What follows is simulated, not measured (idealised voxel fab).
Documented hereafter: the process module known as voxel ribs on slabs.
Cross-section cut: width 240 nm, square cells of 5 nm.
We lay out every cross-section as a grid of square cells and spell it out in bands from the top down, where one band means one or more rows of cells.
Top height, bottom height, nm. Materials left to right, width each, nm. Single material + "edge to edge" = fills band edge to edge. "empty" = empty.
Basically, 0 is our baseline, since under it the wafer straight out of the box is all one material. The bottom band has no lower end and keeps on going down, so it looks like "from 0 down".
A width such as "30 to 40" changes by the same amount from each row of cells to the next, from the band's top row to its bottom row.
Reading "no alterations made" for a step: not a cell of the cross-section changed in it.
Empty spaces counting at least 8 cells and having no open way to the top are listed in "Enclosed void catalog". The notation width x height at distance is used for each, the distance being from the left edge and all three values in nm.
Read whatever lies past the settings on a step's line as the simulator's own remark about the step.
"overlay nm" answers the question of how far to the right of plan the mask lay on a step that has a mask, and when it is negative the answer is to the left.

Here's what the planned process steps look like
1 RECEIVE | material Si
2 DIRECTIONAL_DEP | material SiO2 | thk nm 30
3 DIRECTIONAL_DEP | material SiN | thk nm 25
4 MASKED_ETCH | tone cover | mask id RIB | width nm 30 | etch materials SiN | depth nm 20 | overlay nm 0
5 PATTERN | tone cover | mask id SLAB | material resist | width nm 80 | thk nm 20 | overlay nm 0
6 DIRECTIONAL_ETCH | etch materials SiN | depth nm 5
7 STRIP | etch materials resist
8 FILL_DEP | material SiO2 | thk nm 20
9 CMP | height nm 65
10 DIRECTIONAL_DEP | material TiN | thk nm 5
11 MASKED_ETCH | tone cover | mask id HEATER | width nm 40 | etch materials TiN | depth nm 5 | overlay nm 0
12 CONFORMAL_DEP | material SiO2 | thk nm 10

The cross-section here shows the wafer as received, i.e. in its state after step 1
    from 0 down: Si edge to edge
    Enclosed void catalog: none

Run as planned - first of the two wafers cross-sectioned at the end of the module
    from 80 to 75: empty 90 nm / SiO2 60 nm / empty 90 nm
    from 75 to 70: SiO2 edge to edge
    from 70 to 65: SiO2 100 nm / TiN 40 nm / SiO2 100 nm
    from 65 to 55: SiO2 edge to edge
    from 55 to 35: SiO2 105 nm / SiN 30 nm / SiO2 105 nm
    from 35 to 30: SiO2 80 nm / SiN 80 nm / SiO2 80 nm
    from 30 to 0: SiO2 edge to edge
    from 0 down: Si edge to edge
    Enclosed void catalog: none

Wafer two cross-section, module end. Start and plan unchanged from wafer one; one mistake made during the run
    from 80 to 75: empty 90 nm / SiO2 60 nm / empty 90 nm
    from 75 to 70: SiO2 edge to edge
    from 70 to 65: SiO2 100 nm / TiN 40 nm / SiO2 100 nm
    from 65 to 60: SiO2 edge to edge
    from 60 to 40: SiO2 105 nm / SiN 30 nm / SiO2 105 nm
    from 40 to 35: SiO2 80 nm / SiN 80 nm / SiO2 80 nm
    from 35 to 30: SiN edge to edge
    from 30 to 0: SiO2 edge to edge
    from 0 down: Si edge to edge
    Enclosed void catalog: none
Error vs. plan: step 3 did not happen as planned, as run it was DIRECTIONAL_DEP | material SiN | thk nm 30
End of process, cell counts, second wafer against first, materials with more or fewer: SiN: 48 more; SiO2: 48 fewer
